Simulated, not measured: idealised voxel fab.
The following process module bears the name voxel lift off.
Cross-section cut spans 300 nm and uses square cells 5 nm in size.
We lay out every cross-section as a grid of square cells and spell it out in bands from the top down, where one band means one or more rows of cells. Top height, bottom height, nm. Materials left to right, width each, nm. Single material + "throughout" = fills band edge to edge. "air" = empty. Ref level 0: as-received wafer is one material below here. Bottom band extends down with no lower bound ("0..down"). Graded width ("30..40"): value in top row of band = first number; value in bottom row = second number; row-to-row change constant. Reading "same as before" for a step: not a cell of the cross-section changed in it. Closed empty spaces (no open way to the top) of 8 cells or more are what "Unvented cavities" lists, each as width x height at distance from the left edge, nm for all three. Anything after a step's settings on that line? It's the simulator's own note about the step. overlay nm: mask offset rightward from planned place, masked step; negative means leftward offset.

The planned process steps are enumerated hereunder
1,RECEIVE,material Si
2,CONFORMAL_DEP,material SiN,thk nm 10
3,PATTERN,tone open,mask id LINES,material resist,width nm 25,pitch nm 50,thk nm 20,overlay nm 0
4,DIRECTIONAL_DEP,material Ru,thk nm 10
5,STRIP,etch materials resist
6,CONFORMAL_DEP,material SiN,thk nm 5

First wafer of two (run as planned)

Cross-section: wafer on arrival = after step 1
	0..down = Si throughout
	Unvented cavities: none

So this is the wafer cross-section right after step 2
	10..0 = SiN throughout
	No changes below 0.

So this is the wafer cross-section right after step 3
	30..10 = 110 of resist; 25 of air; 25 of resist; 25 of air; 115 of resist
	No changes below 10.

So this is the wafer cross-section right after step 4
	40..30 = 110 of Ru; 25 of air; 25 of Ru; 25 of air; 115 of Ru
	30..20 = 110 of resist; 25 of air; 25 of resist; 25 of air; 115 of resist
	20..10 = 110 of resist; 25 of Ru; 25 of resist; 25 of Ru; 115 of resist
	No changes below 10.

So this is the wafer cross-section right after step 5
	20..10 = 110 of air; 25 of Ru; 25 of air; 25 of Ru; 115 of air
	No changes below 10.

So this is the wafer cross-section right after step 6
	25..20 = 105 of air; 35 of SiN; 15 of air; 35 of SiN; 110 of air
	20..15 = 105 of air; 5 of SiN; 25 of Ru; 5 of SiN; 15 of air; 5 of SiN; 25 of Ru; 5 of SiN; 110 of air
	15..10 = 110 of SiN; 25 of Ru; 25 of SiN; 25 of Ru; 115 of SiN
	No changes below 10.

The Second Wafer: Common Origin and Plan, One Mistake in Execution, Identical to the First Through Step 2

X-section, second wafer, when step 3 was due to finish
	30..10 = 105 of resist; 35 of air; 15 of resist; 35 of air; 110 of resist
	No changes below 10.

X-section, second wafer, when step 4 was due to finish
	40..30 = 105 of Ru; 35 of air; 15 of Ru; 35 of air; 110 of Ru
	30..20 = 105 of resist; 35 of air; 15 of resist; 35 of air; 110 of resist
	20..10 = 105 of resist; 35 of Ru; 15 of resist; 35 of Ru; 110 of resist
	No changes below 10.

X-section, second wafer, when step 5 was due to finish
	20..10 = 105 of air; 35 of Ru; 15 of air; 35 of Ru; 110 of air
	No changes below 10.

X-section, second wafer, when step 6 was due to finish
	25..20 = 100 of air; 45 of SiN; 5 of air; 45 of SiN; 105 of air
	20..15 = 100 of air; 5 of SiN; 35 of Ru; 5 of SiN; 5 of air; 5 of SiN; 35 of Ru; 5 of SiN; 105 of air
	15..10 = 105 of SiN; 35 of Ru; 15 of SiN; 35 of Ru; 110 of SiN
	No changes below 10.
what went wrong: step 3 was processed under conditions differing from the plan, specifically as PATTERN,tone open,mask id LINES,material resist,width nm 35,pitch nm 50,thk nm 20,overlay nm 0
Materials where the second wafer ends with more or fewer cells than the first: Ru: 8 more
